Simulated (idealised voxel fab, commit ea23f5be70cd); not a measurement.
This is a process module. Its name is voxel self aligned vias.
This is section cut - it's 280 nm across, gridded in 5 nm square cells.
We lay out every cross-section as a grid of square cells and spell it out in bands from the top down, where one band means one or more rows of cells.
Look at the band entry: it leads with the top's height and the bottom's height in nm. Then it lists the materials left to right, with a width in nm for each. The word "everywhere" on a single material says that material fills the band edge to edge. The word "empty" is empty space.
Heights from 0 (as-received wafer is one material below). Bottom band endless downward, as "0 -> down".
Width "30 to 40": first value at the band's top row of cells, second value at its bottom row, equal change from row to row.
Any step labelled "changes: none" changed none of the cells in the cross-section.
Reported under the label "Listed closed voids" are the empty spaces having no open way to the top and comprising 8 cells or more; the notation for each is width x height at distance, in which the distance is measured from the left edge and all three values are in nm.
If you see something after the settings on a step's line, that's the simulator's own remark about that step.
overlay nm: mask right of planned place by this much (step with mask). Neg. = left.
The remainder of this document consists of a sequence of paired cross-sections. Each pair presents the cross-section prior to one process step together with the cross-section following it, the latter being rendered only as deep as the lowest band that underwent change. The intervening step, together with its settings, is stated beneath each pair. Because the pairs may originate from different runs of this module on the same starting wafer, a given pair is to be read as continuing from the preceding pair only where its entry headed "Pre-process" so indicates.
Pre-process:
	0 -> down  Si everywhere
	Listed closed voids: none
Step Outcome:
	15 -> 0  SiO2 everywhere
	Below a height of 0, the structure has not been altered.
	Listed closed voids: none
Step, before to after (see cross-sections above): op CONFORMAL_DEP | material SiO2 | thk nm 15
Pre-process: see preceding pair, after cross-section.
Step Outcome:
	20 -> 15  SiCN everywhere
	Below a height of 15, the structure has not been altered.
	Listed closed voids: none
Step, before to after (see cross-sections above): op CONFORMAL_DEP | material SiCN | thk nm 5
Pre-process: see preceding pair, after cross-section.
Step Outcome:
	45 -> 20  SiO2 everywhere
	Below a height of 20, the structure has not been altered.
	Listed closed voids: none
Step, before to after (see cross-sections above): op DIRECTIONAL_DEP | material SiO2 | thk nm 25
Pre-process: see preceding pair, after cross-section.
Step Outcome:
	55 -> 45  aC everywhere
	Below a height of 45, the structure has not been altered.
	Listed closed voids: none
Step, before to after (see cross-sections above): op DIRECTIONAL_DEP | material aC | thk nm 10
Pre-process: see preceding pair, after cross-section.
Step Outcome:
	80 -> 55  resist=65, empty=30, resist=30, empty=30, resist=30, empty=30, resist=65
	Below a height of 55, the structure has not been altered.
	Listed closed voids: none
Step, before to after (see cross-sections above): op PATTERN | tone open | mask id LINES | material resist | width nm 30 | pitch nm 60 | thk nm 25 | overlay nm 0
Pre-process: see preceding pair, after cross-section.
Step Outcome:
	70 -> 55  resist=65, empty=30, resist=30, empty=30, resist=30, empty=30, resist=65
	55 -> 45  aC=65, empty=30, aC=30, empty=30, aC=30, empty=30, aC=65
	Below a height of 45, the structure has not been altered.
	Listed closed voids: none
Step, before to after (see cross-sections above): op DIRECTIONAL_ETCH | etch materials aC | depth nm 10
Pre-process: see preceding pair, after cross-section.
Step Outcome:
	55 -> 45  aC=65, empty=30, aC=30, empty=30, aC=30, empty=30, aC=65
	Below a height of 45, the structure has not been altered.
	Listed closed voids: none
Step, before to after (see cross-sections above): op STRIP | etch materials resist
Pre-process: see preceding pair, after cross-section.
Step Outcome:
	55 -> 45  aC=65, empty=30, aC=30, empty=30, aC=30, empty=30, aC=65
	45 -> 20  SiO2=65, empty=30, SiO2=30, empty=30, SiO2=30, empty=30, SiO2=65
	Below a height of 20, the structure has not been altered.
	Listed closed voids: none
Step, before to after (see cross-sections above): op DIRECTIONAL_ETCH | etch materials SiO2 | depth nm 25
Pre-process: see preceding pair, after cross-section.
Step Outcome:
	45 -> 20  SiO2=65, empty=30, SiO2=30, empty=30, SiO2=30, empty=30, SiO2=65
	Below a height of 20, the structure has not been altered.
	Listed closed voids: none
Step, before to after (see cross-sections above): op STRIP | etch materials aC
Pre-process: see preceding pair, after cross-section.
Step Outcome:
	50 -> 45  TiN=70, empty=20, TiN=40, empty=20, TiN=40, empty=20, TiN=70
	45 -> 25  SiO2=65, TiN=5, empty=20, TiN=5, SiO2=30, TiN=5, empty=20, TiN=5, SiO2=30, TiN=5, empty=20, TiN=5, SiO2=65
	25 -> 20  SiO2=65, TiN=30, SiO2=30, TiN=30, SiO2=30, TiN=30, SiO2=65
	Below a height of 20, the structure has not been altered.
	Listed closed voids: none
Step, before to after (see cross-sections above): op CONFORMAL_DEP | material TiN | thk nm 5
Pre-process: see preceding pair, after cross-section.
Step Outcome:
	60 -> 50  Ru everywhere
	50 -> 45  TiN=70, Ru=20, TiN=40, Ru=20, TiN=40, Ru=20, TiN=70
	45 -> 25  SiO2=65, TiN=5, Ru=20, TiN=5, SiO2=30, TiN=5, Ru=20, TiN=5, SiO2=30, TiN=5, Ru=20, TiN=5, SiO2=65
	Below a height of 25, the structure has not been altered.
	Listed closed voids: none
Step, before to after (see cross-sections above): op FILL_DEP | material Ru | thk nm 10
Pre-process: see preceding pair, after cross-section.
Step Outcome:
	45 -> 25  SiO2=65, TiN=5, Ru=20, TiN=5, SiO2=30, TiN=5, Ru=20, TiN=5, SiO2=30, TiN=5, Ru=20, TiN=5, SiO2=65
	Below a height of 25, the structure has not been altered.
	Listed closed voids: none
Step, before to after (see cross-sections above): op CMP | height nm 45
Pre-process: see preceding pair, after cross-section.
Step Outcome:
	45 -> 40  SiO2=65, empty=30, SiO2=30, empty=30, SiO2=30, empty=30, SiO2=65
	Below a height of 40, the structure has not been altered.
	Listed closed voids: none
Step, before to after (see cross-sections above): op SELECTIVE_ETCH | etch materials W Ru TiN | depth nm 5
Pre-process: see preceding pair, after cross-section.
Step Outcome:
	55 -> 45  SiN everywhere
	45 -> 40  SiO2=65, SiN=30, SiO2=30, SiN=30, SiO2=30, SiN=30, SiO2=65
	Below a height of 40, the structure has not been altered.
	Listed closed voids: none
Step, before to after (see cross-sections above): op FILL_DEP | material SiN | thk nm 10
Pre-process: see preceding pair, after cross-section.
Step Outcome:
	45 -> 40  SiO2=65, SiN=30, SiO2=30, SiN=30, SiO2=30, SiN=30, SiO2=65
	Below a height of 40, the structure has not been altered.
	Listed closed voids: none
Step, before to after (see cross-sections above): op CMP | height nm 45
Pre-process: see preceding pair, after cross-section.
Step Outcome:
	65 -> 45  SiO2 everywhere
	Below a height of 45, the structure has not been altered.
	Listed closed voids: none
Step, before to after (see cross-sections above): op DIRECTIONAL_DEP | material SiO2 | thk nm 20
Pre-process: see preceding pair, after cross-section.
Step Outcome:
	80 -> 65  aC everywhere
	Below a height of 65, the structure has not been altered.
	Listed closed voids: none
Step, before to after (see cross-sections above): op DIRECTIONAL_DEP | material aC | thk nm 15
Pre-process: see preceding pair, after cross-section.
Step Outcome:
	115 -> 80  resist=60, empty=40, resist=80, empty=40, resist=60
	Below a height of 80, the structure has not been altered.
	Listed closed voids: none
Step, before to after (see cross-sections above): op PATTERN | tone open | mask id VIAS | material resist | width nm 40 | pitch nm 120 | thk nm 35 | overlay nm 0
Pre-process: see preceding pair, after cross-section.
Step Outcome:
	100 -> 80  resist=60, empty=40, resist=80, empty=40, resist=60
	80 -> 65  aC=60, empty=40, aC=80, empty=40, aC=60
	Below a height of 65, the structure has not been altered.
	Listed closed voids: none
Step, before to after (see cross-sections above): op DIRECTIONAL_ETCH | etch materials aC | depth nm 15
Pre-process: see preceding pair, after cross-section.
Step Outcome:
	80 -> 65  aC=60, empty=40, aC=80, empty=40, aC=60
	Below a height of 65, the structure has not been altered.
	Listed closed voids: none
Step, before to after (see cross-sections above): op STRIP | etch materials resist
Pre-process: see preceding pair, after cross-section.
Step Outcome:
	80 -> 65  aC=60, empty=40, aC=80, empty=40, aC=60
	65 -> 45  SiO2=60, empty=40, SiO2=80, empty=40, SiO2=60
	Below a height of 45, the structure has not been altered.
	Listed closed voids: none
Step, before to after (see cross-sections above): op DIRECTIONAL_ETCH | etch materials SiO2 | depth nm 20
Pre-process: see preceding pair, after cross-section.
Step Outcome:
	80 -> 65  aC=60, empty=40, aC=80, empty=40, aC=60
	65 -> 45  SiO2=60, empty=40, SiO2=80, empty=40, SiO2=60
	45 -> 40  SiO2=65, empty=30, SiO2=30, SiN=30, SiO2=30, empty=30, SiO2=65
	Below a height of 40, the structure has not been altered.
	Listed closed voids: none
Step, before to after (see cross-sections above): op DIRECTIONAL_ETCH | etch materials SiN | depth nm 5
Pre-process: see preceding pair, after cross-section.
Step Outcome:
	65 -> 45  SiO2=60, empty=40, SiO2=80, empty=40, SiO2=60
	Below a height of 45, the structure has not been altered.
	Listed closed voids: none
Step, before to after (see cross-sections above): op STRIP | etch materials aC
Pre-process: see preceding pair, after cross-section.
Step Outcome:
	70 -> 65  TiN=65, empty=30, TiN=90, empty=30, TiN=65
	65 -> 50  SiO2=60, TiN=5, empty=30, TiN=5, SiO2=80, TiN=5, empty=30, TiN=5, SiO2=60
	50 -> 45  SiO2=60, TiN=10, empty=20, TiN=10, SiO2=80, TiN=10, empty=20, TiN=10, SiO2=60
	45 -> 40  SiO2=65, TiN=30, SiO2=30, SiN=30, SiO2=30, TiN=30, SiO2=65
	Below a height of 40, the structure has not been altered.
	Listed closed voids: none
Step, before to after (see cross-sections above): op CONFORMAL_DEP | material TiN | thk nm 5
Pre-process: see preceding pair, after cross-section.
Step Outcome:
	75 -> 70  Ru everywhere
	70 -> 65  TiN=65, Ru=30, TiN=90, Ru=30, TiN=65
	65 -> 50  SiO2=60, TiN=5, Ru=30, TiN=5, SiO2=80, TiN=5, Ru=30, TiN=5, SiO2=60
	50 -> 45  SiO2=60, TiN=10, Ru=20, TiN=10, SiO2=80, TiN=10, Ru=20, TiN=10, SiO2=60
	Below a height of 45, the structure has not been altered.
	Listed closed voids: none
Step, before to after (see cross-sections above): op FILL_DEP | material Ru | thk nm 5
Pre-process: see preceding pair, after cross-section.
Step Outcome:
	65 -> 50  SiO2=60, TiN=5, Ru=30, TiN=5, SiO2=80, TiN=5, Ru=30, TiN=5, SiO2=60
	Below a height of 50, the structure has not been altered.
	Listed closed voids: none
Step, before to after (see cross-sections above): op CMP | height nm 65
Pre-process: see preceding pair, after cross-section.
Step Outcome:
	70 -> 65  SiCN everywhere
	Below a height of 65, the structure has not been altered.
	Listed closed voids: none
Step, before to after (see cross-sections above): op CONFORMAL_DEP | material SiCN | thk nm 5
Pre-process:
	0 -> down  Si everywhere
	Listed closed voids: none
Step Outcome:
	5 -> 0  SiCN everywhere
	Below a height of 0, the structure has not been altered.
	Listed closed voids: none
Step, before to after (see cross-sections above): op CONFORMAL_DEP | material SiCN | thk nm 5
Pre-process: see preceding pair, after cross-section.
Step Outcome:
	30 -> 5  SiO2 everywhere
	Below a height of 5, the structure has not been altered.
	Listed closed voids: none
Step, before to after (see cross-sections above): op DIRECTIONAL_DEP | material SiO2 | thk nm 25
Pre-process: see preceding pair, after cross-section.
Step Outcome:
	40 -> 30  aC everywhere
	Below a height of 30, the structure has not been altered.
	Listed closed voids: none
Step, before to after (see cross-sections above): op DIRECTIONAL_DEP | material aC | thk nm 10
Pre-process: see preceding pair, after cross-section.
Step Outcome:
	65 -> 40  resist=65, empty=30, resist=30, empty=30, resist=30, empty=30, resist=65
	Below a height of 40, the structure has not been altered.
	Listed closed voids: none
Step, before to after (see cross-sections above): op PATTERN | tone open | mask id LINES | material resist | width nm 30 | pitch nm 60 | thk nm 25 | overlay nm 0
Pre-process: see preceding pair, after cross-section.
Step Outcome:
	55 -> 40  resist=65, empty=30, resist=30, empty=30, resist=30, empty=30, resist=65
	40 -> 30  aC=65, empty=30, aC=30, empty=30, aC=30, empty=30, aC=65
	Below a height of 30, the structure has not been altered.
	Listed closed voids: none
Step, before to after (see cross-sections above): op DIRECTIONAL_ETCH | etch materials aC | depth nm 10
Pre-process: see preceding pair, after cross-section.
Step Outcome:
	40 -> 30  aC=65, empty=30, aC=30, empty=30, aC=30, empty=30, aC=65
	Below a height of 30, the structure has not been altered.
	Listed closed voids: none
Step, before to after (see cross-sections above): op STRIP | etch materials resist
Pre-process: see preceding pair, after cross-section.
Step Outcome:
	40 -> 30  aC=65, empty=30, aC=30, empty=30, aC=30, empty=30, aC=65
	30 -> 5  SiO2=65, empty=30, SiO2=30, empty=30, SiO2=30, empty=30, SiO2=65
	Below a height of 5, the structure has not been altered.
	Listed closed voids: none
Step, before to after (see cross-sections above): op DIRECTIONAL_ETCH | etch materials SiO2 | depth nm 25
Pre-process: see preceding pair, after cross-section.
Step Outcome:
	30 -> 5  SiO2=65, empty=30, SiO2=30, empty=30, SiO2=30, empty=30, SiO2=65
	Below a height of 5, the structure has not been altered.
	Listed closed voids: none
Step, before to after (see cross-sections above): op STRIP | etch materials aC
Pre-process: see preceding pair, after cross-section.
Step Outcome:
	35 -> 30  TiN=70, empty=20, TiN=40, empty=20, TiN=40, empty=20, TiN=70
	30 -> 10  SiO2=65, TiN=5, empty=20, TiN=5, SiO2=30, TiN=5, empty=20, TiN=5, SiO2=30, TiN=5, empty=20, TiN=5, SiO2=65
	10 -> 5  SiO2=65, TiN=30, SiO2=30, TiN=30, SiO2=30, TiN=30, SiO2=65
	Below a height of 5, the structure has not been altered.
	Listed closed voids: none
Step, before to after (see cross-sections above): op CONFORMAL_DEP | material TiN | thk nm 5
Pre-process: see preceding pair, after cross-section.
Step Outcome:
	45 -> 35  Ru everywhere
	35 -> 30  TiN=70, Ru=20, TiN=40, Ru=20, TiN=40, Ru=20, TiN=70
	30 -> 10  SiO2=65, TiN=5, Ru=20, TiN=5, SiO2=30, TiN=5, Ru=20, TiN=5, SiO2=30, TiN=5, Ru=20, TiN=5, SiO2=65
	Below a height of 10, the structure has not been altered.
	Listed closed voids: none
Step, before to after (see cross-sections above): op FILL_DEP | material Ru | thk nm 10
Pre-process: see preceding pair, after cross-section.
Step Outcome:
	40 -> 35  Ru everywhere
	Below a height of 35, the structure has not been altered.
	Listed closed voids: none
Step, before to after (see cross-sections above): op SELECTIVE_ETCH | etch materials W Ru TiN | depth nm 5
Pre-process: see preceding pair, after cross-section.
Step Outcome:
	50 -> 40  SiN everywhere
	Below a height of 40, the structure has not been altered.
	Listed closed voids: none
Step, before to after (see cross-sections above): op FILL_DEP | material SiN | thk nm 10
Pre-process: see preceding pair, after cross-section.
Step Outcome:
	45 -> 40  SiN everywhere
	Below a height of 40, the structure has not been altered.
	Listed closed voids: none
Step, before to after (see cross-sections above): op CMP | height nm 45
Pre-process: see preceding pair, after cross-section.
Step Outcome:
	65 -> 45  SiO2 everywhere
	Below a height of 45, the structure has not been altered.
	Listed closed voids: none
Step, before to after (see cross-sections above): op DIRECTIONAL_DEP | material SiO2 | thk nm 20
Pre-process: see preceding pair, after cross-section.
Step Outcome:
	80 -> 65  aC everywhere
	Below a height of 65, the structure has not been altered.
	Listed closed voids: none
Step, before to after (see cross-sections above): op DIRECTIONAL_DEP | material aC | thk nm 15
Pre-process: see preceding pair, after cross-section.
Step Outcome:
	115 -> 80  resist=60, empty=40, resist=80, empty=40, resist=60
	Below a height of 80, the structure has not been altered.
	Listed closed voids: none
Step, before to after (see cross-sections above): op PATTERN | tone open | mask id VIAS | material resist | width nm 40 | pitch nm 120 | thk nm 35 | overlay nm 0
Pre-process: see preceding pair, after cross-section.
Step Outcome:
	100 -> 80  resist=60, empty=40, resist=80, empty=40, resist=60
	80 -> 65  aC=60, empty=40, aC=80, empty=40, aC=60
	Below a height of 65, the structure has not been altered.
	Listed closed voids: none
Step, before to after (see cross-sections above): op DIRECTIONAL_ETCH | etch materials aC | depth nm 15
Pre-process: see preceding pair, after cross-section.
Step Outcome:
	80 -> 65  aC=60, empty=40, aC=80, empty=40, aC=60
	Below a height of 65, the structure has not been altered.
	Listed closed voids: none
Step, before to after (see cross-sections above): op STRIP | etch materials resist
Pre-process: see preceding pair, after cross-section.
Step Outcome:
	80 -> 65  aC=60, empty=40, aC=80, empty=40, aC=60
	65 -> 45  SiO2=60, empty=40, SiO2=80, empty=40, SiO2=60
	Below a height of 45, the structure has not been altered.
	Listed closed voids: none
Step, before to after (see cross-sections above): op DIRECTIONAL_ETCH | etch materials SiO2 | depth nm 20
Pre-process: see preceding pair, after cross-section.
Step Outcome:
	80 -> 65  aC=60, empty=40, aC=80, empty=40, aC=60
	65 -> 45  SiO2=60, empty=40, SiO2=80, empty=40, SiO2=60
	45 -> 40  SiN=60, empty=40, SiN=80, empty=40, SiN=60
	Below a height of 40, the structure has not been altered.
	Listed closed voids: none
Step, before to after (see cross-sections above): op DIRECTIONAL_ETCH | etch materials SiN | depth nm 5
Pre-process: see preceding pair, after cross-section.
Step Outcome:
	65 -> 45  SiO2=60, empty=40, SiO2=80, empty=40, SiO2=60
	Below a height of 45, the structure has not been altered.
	Listed closed voids: none
Step, before to after (see cross-sections above): op STRIP | etch materials aC
Pre-process: see preceding pair, after cross-section.
Step Outcome:
	70 -> 65  TiN=65, empty=30, TiN=90, empty=30, TiN=65
	65 -> 45  SiO2=60, TiN=5, empty=30, TiN=5, SiO2=80, TiN=5, empty=30, TiN=5, SiO2=60
	45 -> 40  SiN=60, TiN=40, SiN=80, TiN=40, SiN=60
	Below a height of 40, the structure has not been altered.
	Listed closed voids: none
Step, before to after (see cross-sections above): op CONFORMAL_DEP | material TiN | thk nm 5
Pre-process: see preceding pair, after cross-section.
Step Outcome:
	75 -> 70  Ru everywhere
	70 -> 65  TiN=65, Ru=30, TiN=90, Ru=30, TiN=65
	65 -> 45  SiO2=60, TiN=5, Ru=30, TiN=5, SiO2=80, TiN=5, Ru=30, TiN=5, SiO2=60
	Below a height of 45, the structure has not been altered.
	Listed closed voids: none
Step, before to after (see cross-sections above): op FILL_DEP | material Ru | thk nm 5
Pre-process: see preceding pair, after cross-section.
Step Outcome:
	65 -> 45  SiO2=60, TiN=5, Ru=30, TiN=5, SiO2=80, TiN=5, Ru=30, TiN=5, SiO2=60
	Below a height of 45, the structure has not been altered.
	Listed closed voids: none
Step, before to after (see cross-sections above): op CMP | height nm 65
Pre-process: see preceding pair, after cross-section.
Step Outcome:
	70 -> 65  SiCN everywhere
	Below a height of 65, the structure has not been altered.
	Listed closed voids: none
Step, before to after (see cross-sections above): op CONFORMAL_DEP | material SiCN | thk nm 5
Pre-process:
	80 -> 65  aC=60, empty=40, aC=80, empty=40, aC=60
	65 -> 45  SiO2=60, empty=40, SiO2=80, empty=40, SiO2=60
	45 -> 40  SiO2=65, SiN=30, SiO2=30, SiN=30, SiO2=30, SiN=30, SiO2=65
	40 -> 25  SiO2=65, TiN=5, Ru=20, TiN=5, SiO2=30, TiN=5, Ru=20, TiN=5, SiO2=30, TiN=5, Ru=20, TiN=5, SiO2=65
	25 -> 20  SiO2=65, TiN=30, SiO2=30, TiN=30, SiO2=30, TiN=30, SiO2=65
	20 -> 15  SiCN everywhere
	15 -> 0  SiO2 everywhere
	0 -> down  Si everywhere
	Listed closed voids: none
Step Outcome:
	80 -> 65  aC=60, empty=40, aC=80, empty=40, aC=60
	65 -> 45  SiO2=60, empty=40, SiO2=80, empty=40, SiO2=60
	45 -> 40  SiO2=60, empty=5, SiN=30, empty=5, SiO2=25, SiN=30, SiO2=25, empty=5, SiN=30, empty=5, SiO2=60
	40 -> 25  SiO2=60, empty=5, TiN=5, Ru=20, TiN=5, empty=5, SiO2=25, TiN=5, Ru=20, TiN=5, SiO2=25, empty=5, TiN=5, Ru=20, TiN=5, empty=5, SiO2=60
	Below a height of 25, the structure has not been altered.
	Listed closed voids: none
Step, before to after (see cross-sections above): op DIRECTIONAL_ETCH | etch materials SiO2 | depth nm 20
Pre-process: see preceding pair, after cross-section.
Step Outcome:
	80 -> 65  aC=60, empty=40, aC=80, empty=40, aC=60
	65 -> 45  SiO2=60, empty=40, SiO2=80, empty=40, SiO2=60
	45 -> 40  SiO2=60, empty=40, SiO2=25, SiN=30, SiO2=25, empty=40, SiO2=60
	Below a height of 40, the structure has not been altered.
	Listed closed voids: none
Step, before to after (see cross-sections above): op DIRECTIONAL_ETCH | etch materials SiN | depth nm 5
Pre-process: see preceding pair, after cross-section.
Step Outcome:
	65 -> 45  SiO2=60, empty=40, SiO2=80, empty=40, SiO2=60
	Below a height of 45, the structure has not been altered.
	Listed closed voids: none
Step, before to after (see cross-sections above): op STRIP | etch materials aC
Pre-process: see preceding pair, after cross-section.
Step Outcome:
	70 -> 65  TiN=65, empty=30, TiN=90, empty=30, TiN=65
	65 -> 45  SiO2=60, TiN=5, empty=30, TiN=5, SiO2=80, TiN=5, empty=30, TiN=5, SiO2=60
	45 -> 40  SiO2=60, TiN=40, SiO2=25, SiN=30, SiO2=25, TiN=40, SiO2=60
	40 -> 25  SiO2=60, TiN=10, Ru=20, TiN=10, SiO2=25, TiN=5, Ru=20, TiN=5, SiO2=25, TiN=10, Ru=20, TiN=10, SiO2=60
	Below a height of 25, the structure has not been altered.
	Listed closed voids: none
Step, before to after (see cross-sections above): op CONFORMAL_DEP | material TiN | thk nm 5
Pre-process: see preceding pair, after cross-section.
Step Outcome:
	75 -> 70  Ru everywhere
	70 -> 65  TiN=65, Ru=30, TiN=90, Ru=30, TiN=65
	65 -> 45  SiO2=60, TiN=5, Ru=30, TiN=5, SiO2=80, TiN=5, Ru=30, TiN=5, SiO2=60
	Below a height of 45, the structure has not been altered.
	Listed closed voids: none
Step, before to after (see cross-sections above): op FILL_DEP | material Ru | thk nm 5
Pre-process: see preceding pair, after cross-section.
Step Outcome:
	65 -> 45  SiO2=60, TiN=5, Ru=30, TiN=5, SiO2=80, TiN=5, Ru=30, TiN=5, SiO2=60
	Below a height of 45, the structure has not been altered.
	Listed closed voids: none
Step, before to after (see cross-sections above): op CMP | height nm 65
Pre-process: see preceding pair, after cross-section.
Step Outcome:
	70 -> 65  SiCN everywhere
	Below a height of 65, the structure has not been altered.
	Listed closed voids: none
Step, before to after (see cross-sections above): op CONFORMAL_DEP | material SiCN | thk nm 5
Pre-process:
	5 -> 0  SiCN everywhere
	0 -> down  Si everywhere
	Listed closed voids: none
Step Outcome:
	20 -> 5  SiO2 everywhere
	Below a height of 5, the structure has not been altered.
	Listed closed voids: none
Step, before to after (see cross-sections above): op CONFORMAL_DEP | material SiO2 | thk nm 15
Pre-process: see preceding pair, after cross-section.
Step Outcome:
	45 -> 5  SiO2 everywhere
	Below a height of 5, the structure has not been altered.
	Listed closed voids: none
Step, before to after (see cross-sections above): op DIRECTIONAL_DEP | material SiO2 | thk nm 25
Pre-process: see preceding pair, after cross-section.
Step Outcome:
	55 -> 45  aC everywhere
	Below a height of 45, the structure has not been altered.
	Listed closed voids: none
Step, before to after (see cross-sections above): op DIRECTIONAL_DEP | material aC | thk nm 10
Pre-process: see preceding pair, after cross-section.
Step Outcome:
	80 -> 55  resist=65, empty=30, resist=30, empty=30, resist=30, empty=30, resist=65
	Below a height of 55, the structure has not been altered.
	Listed closed voids: none
Step, before to after (see cross-sections above): op PATTERN | tone open | mask id LINES | material resist | width nm 30 | pitch nm 60 | thk nm 25 | overlay nm 0
Pre-process: see preceding pair, after cross-section.
Step Outcome:
	70 -> 55  resist=65, empty=30, resist=30, empty=30, resist=30, empty=30, resist=65
	55 -> 45  aC=65, empty=30, aC=30, empty=30, aC=30, empty=30, aC=65
	Below a height of 45, the structure has not been altered.
	Listed closed voids: none
Step, before to after (see cross-sections above): op DIRECTIONAL_ETCH | etch materials aC | depth nm 10
Pre-process: see preceding pair, after cross-section.
Step Outcome:
	55 -> 45  aC=65, empty=30, aC=30, empty=30, aC=30, empty=30, aC=65
	Below a height of 45, the structure has not been altered.
	Listed closed voids: none
Step, before to after (see cross-sections above): op STRIP | etch materials resist
Pre-process: see preceding pair, after cross-section.
Step Outcome:
	55 -> 45  aC=65, empty=30, aC=30, empty=30, aC=30, empty=30, aC=65
	45 -> 20  SiO2=65, empty=30, SiO2=30, empty=30, SiO2=30, empty=30, SiO2=65
	Below a height of 20, the structure has not been altered.
	Listed closed voids: none
Step, before to after (see cross-sections above): op DIRECTIONAL_ETCH | etch materials SiO2 | depth nm 25
Pre-process: see preceding pair, after cross-section.
Step Outcome:
	45 -> 20  SiO2=65, empty=30, SiO2=30, empty=30, SiO2=30, empty=30, SiO2=65
	Below a height of 20, the structure has not been altered.
	Listed closed voids: none
Step, before to after (see cross-sections above): op STRIP | etch materials aC
Pre-process: see preceding pair, after cross-section.
Step Outcome:
	50 -> 45  TiN=70, empty=20, TiN=40, empty=20, TiN=40, empty=20, TiN=70
	45 -> 25  SiO2=65, TiN=5, empty=20, TiN=5, SiO2=30, TiN=5, empty=20, TiN=5, SiO2=30, TiN=5, empty=20, TiN=5, SiO2=65
	25 -> 20  SiO2=65, TiN=30, SiO2=30, TiN=30, SiO2=30, TiN=30, SiO2=65
	Below a height of 20, the structure has not been altered.
	Listed closed voids: none
Step, before to after (see cross-sections above): op CONFORMAL_DEP | material TiN | thk nm 5
Pre-process: see preceding pair, after cross-section.
Step Outcome:
	60 -> 50  Ru everywhere
	50 -> 45  TiN=70, Ru=20, TiN=40, Ru=20, TiN=40, Ru=20, TiN=70
	45 -> 25  SiO2=65, TiN=5, Ru=20, TiN=5, SiO2=30, TiN=5, Ru=20, TiN=5, SiO2=30, TiN=5, Ru=20, TiN=5, SiO2=65
	Below a height of 25, the structure has not been altered.
	Listed closed voids: none
Step, before to after (see cross-sections above): op FILL_DEP | material Ru | thk nm 10
Pre-process: see preceding pair, after cross-section.
Step Outcome:
	45 -> 25  SiO2=65, TiN=5, Ru=20, TiN=5, SiO2=30, TiN=5, Ru=20, TiN=5, SiO2=30, TiN=5, Ru=20, TiN=5, SiO2=65
	Below a height of 25, the structure has not been altered.
	Listed closed voids: none
Step, before to after (see cross-sections above): op CMP | height nm 45
Pre-process: see preceding pair, after cross-section.
Step Outcome:
	45 -> 40  SiO2=65, empty=30, SiO2=30, empty=30, SiO2=30, empty=30, SiO2=65
	Below a height of 40, the structure has not been altered.
	Listed closed voids: none
Step, before to after (see cross-sections above): op SELECTIVE_ETCH | etch materials W Ru TiN | depth nm 5
Pre-process: see preceding pair, after cross-section.
Step Outcome:
	55 -> 45  SiN everywhere
	45 -> 40  SiO2=65, SiN=30, SiO2=30, SiN=30, SiO2=30, SiN=30, SiO2=65
	Below a height of 40, the structure has not been altered.
	Listed closed voids: none
Step, before to after (see cross-sections above): op FILL_DEP | material SiN | thk nm 10
Pre-process: see preceding pair, after cross-section.
Step Outcome:
	45 -> 40  SiO2=65, SiN=30, SiO2=30, SiN=30, SiO2=30, SiN=30, SiO2=65
	Below a height of 40, the structure has not been altered.
	Listed closed voids: none
Step, before to after (see cross-sections above): op CMP | height nm 45
Pre-process: see preceding pair, after cross-section.
Step Outcome:
	65 -> 45  SiO2 everywhere
	Below a height of 45, the structure has not been altered.
	Listed closed voids: none
Step, before to after (see cross-sections above): op DIRECTIONAL_DEP | material SiO2 | thk nm 20
Pre-process: see preceding pair, after cross-section.
Step Outcome:
	80 -> 65  aC everywhere
	Below a height of 65, the structure has not been altered.
	Listed closed voids: none
Step, before to after (see cross-sections above): op DIRECTIONAL_DEP | material aC | thk nm 15
Pre-process: see preceding pair, after cross-section.
Step Outcome:
	115 -> 80  resist=60, empty=40, resist=80, empty=40, resist=60
	Below a height of 80, the structure has not been altered.
	Listed closed voids: none
Step, before to after (see cross-sections above): op PATTERN | tone open | mask id VIAS | material resist | width nm 40 | pitch nm 120 | thk nm 35 | overlay nm 0
Pre-process: see preceding pair, after cross-section.
Step Outcome:
	100 -> 80  resist=60, empty=40, resist=80, empty=40, resist=60
	80 -> 65  aC=60, empty=40, aC=80, empty=40, aC=60
	Below a height of 65, the structure has not been altered.
	Listed closed voids: none
Step, before to after (see cross-sections above): op DIRECTIONAL_ETCH | etch materials aC | depth nm 15
Pre-process: see preceding pair, after cross-section.
Step Outcome:
	80 -> 65  aC=60, empty=40, aC=80, empty=40, aC=60
	Below a height of 65, the structure has not been altered.
	Listed closed voids: none
Step, before to after (see cross-sections above): op STRIP | etch materials resist
Pre-process: see preceding pair, after cross-section.
Step Outcome:
	80 -> 65  aC=60, empty=40, aC=80, empty=40, aC=60
	65 -> 45  SiO2=60, empty=40, SiO2=80, empty=40, SiO2=60
	Below a height of 45, the structure has not been altered.
	Listed closed voids: none
Step, before to after (see cross-sections above): op DIRECTIONAL_ETCH | etch materials SiO2 | depth nm 20
Pre-process: see preceding pair, after cross-section.
Step Outcome:
	80 -> 65  aC=60, empty=40, aC=80, empty=40, aC=60
	65 -> 45  SiO2=60, empty=40, SiO2=80, empty=40, SiO2=60
	45 -> 40  SiO2=65, empty=30, SiO2=30, SiN=30, SiO2=30, empty=30, SiO2=65
	Below a height of 40, the structure has not been altered.
	Listed closed voids: none
Step, before to after (see cross-sections above): op DIRECTIONAL_ETCH | etch materials SiN | depth nm 5
Pre-process: see preceding pair, after cross-section.
Step Outcome:
	65 -> 45  SiO2=60, empty=40, SiO2=80, empty=40, SiO2=60
	Below a height of 45, the structure has not been altered.
	Listed closed voids: none
Step, before to after (see cross-sections above): op STRIP | etch materials aC
Pre-process: see preceding pair, after cross-section.
Step Outcome:
	70 -> 65  TiN=65, empty=30, TiN=90, empty=30, TiN=65
	65 -> 50  SiO2=60, TiN=5, empty=30, TiN=5, SiO2=80, TiN=5, empty=30, TiN=5, SiO2=60
	50 -> 45  SiO2=60, TiN=10, empty=20, TiN=10, SiO2=80, TiN=10, empty=20, TiN=10, SiO2=60
	45 -> 40  SiO2=65, TiN=30, SiO2=30, SiN=30, SiO2=30, TiN=30, SiO2=65
	Below a height of 40, the structure has not been altered.
	Listed closed voids: none
Step, before to after (see cross-sections above): op CONFORMAL_DEP | material TiN | thk nm 5
Pre-process: see preceding pair, after cross-section.
Step Outcome:
	75 -> 70  Ru everywhere
	70 -> 65  TiN=65, Ru=30, TiN=90, Ru=30, TiN=65
	65 -> 50  SiO2=60, TiN=5, Ru=30, TiN=5, SiO2=80, TiN=5, Ru=30, TiN=5, SiO2=60
	50 -> 45  SiO2=60, TiN=10, Ru=20, TiN=10, SiO2=80, TiN=10, Ru=20, TiN=10, SiO2=60
	Below a height of 45, the structure has not been altered.
	Listed closed voids: none
Step, before to after (see cross-sections above): op FILL_DEP | material Ru | thk nm 5
Pre-process: see preceding pair, after cross-section.
Step Outcome:
	65 -> 50  SiO2=60, TiN=5, Ru=30, TiN=5, SiO2=80, TiN=5, Ru=30, TiN=5, SiO2=60
	Below a height of 50, the structure has not been altered.
	Listed closed voids: none
Step, before to after (see cross-sections above): op CMP | height nm 65
